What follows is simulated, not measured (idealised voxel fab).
Process module name: voxel self aligned vias
The cross-section shown here is cut; it is 295 nm wide and divided into square cells measuring 5 nm on a side.
If you're reading a cross-section in this doc, picture square cells in a grid; it comes to you as bands, top ones listed first down to the bottom, and a band can be one or more rows of cells. The entry gives the band's vertical extent as a top height and a bottom height in nm, then its horizontal make-up as materials from left to right, each with a width in nm. "empty" stands for empty space; a single material marked "everywhere" fills the band edge to edge. Height is counted from the level 0, under which the received wafer is composed throughout of one material. The lowest of the bands is not closed at the bottom but continues downward, in the notation "0 down". Read "30..40" as a graded width: first number on top, second number at the bottom, same change between each pair of neighbouring rows. Any step labelled "no modification" changed none of the cells in the cross-section. So "Enclosed internal cavities" is basically the list of trapped voids: any empty space of 8 cells or more that can't reach the top through an opening. They're written width x height at distance, the distance being from the left edge, and it's all nm. It should be noted that, on the line of a given step, the content following the step's settings is a remark produced by the simulator itself with respect to that step. overlay nm: how far to the right of its planned place the mask lay on this masked step (negative: to the left).

The following list gives the planned process steps:
| 1 | RECEIVE,material Si |
| 2 | CONFORMAL_DEP,material SiO2,thk nm 15 |
| 3 | CONFORMAL_DEP,material SiCN,thk nm 5 |
| 4 | DIRECTIONAL_DEP,material SiO2,thk nm 20 |
| 5 | PATTERN,tone open,mask id LINES,material resist,width nm 30,pitch nm 65,thk nm 20,overlay nm 0 |
| 6 | DIRECTIONAL_ETCH,etch materials SiO2,depth nm 20 |
| 7 | STRIP,etch materials resist |
| 8 | CONFORMAL_DEP,material TiN,thk nm 5 |
| 9 | FILL_DEP,material Ru,thk nm 10 |
| 10 | CMP,height nm 40 |
| 11 | SELECTIVE_ETCH,etch materials W Ru TiN,depth nm 10 |
| 12 | FILL_DEP,material SiN,thk nm 10 |
| 13 | CMP,height nm 40 |
| 14 | DIRECTIONAL_DEP,material SiO2,thk nm 15 |
| 15 | MASKED_ETCH,tone open,mask id VIAS,width nm 50,etch materials SiO2,depth nm 15,overlay nm 0 |
| 16 | MASKED_ETCH,tone open,mask id VIAS,width nm 50,etch materials SiN,depth nm 10,overlay nm 0 |
| 17 | CONFORMAL_DEP,material TiN,thk nm 5 |
| 18 | FILL_DEP,material Ru,thk nm 5 |
| 19 | CMP,height nm 55 |
| 20 | CONFORMAL_DEP,material SiCN,thk nm 5 |

Wafer as received: cross-section following step 1:
> 0 down | Si everywhere
> Enclosed internal cavities: none

a wafer at the end: this start, this plan, one mistake:
> 60 to 55 | SiCN everywhere
> 55 to 45 | SiO2 90, then TiN 5, then Ru 40, then TiN 5, then SiO2 155
> 45 to 40 | SiO2 90, then TiN 50, then SiO2 155
> 40 to 30 | SiN 90, then TiN 10, then SiO2 30, then TiN 10, then SiN 25, then SiO2 30, then SiN 100
> 30 to 25 | Ru 95, then TiN 5, then SiO2 30, then TiN 5, then Ru 25, then TiN 5, then SiO2 30, then TiN 5, then Ru 95
> 25 to 20 | TiN 100, then SiO2 30, then TiN 35, then SiO2 30, then TiN 100
> 20 to 15 | SiCN everywhere
> 15 to 0 | SiO2 everywhere
> 0 down | Si everywhere
> Enclosed internal cavities: none
So what did we get wrong on this run? step 5: run off-plan, actual operation and settings PATTERN,tone cover,mask id LINES,material resist,width nm 30,pitch nm 65,thk nm 20,overlay nm 0
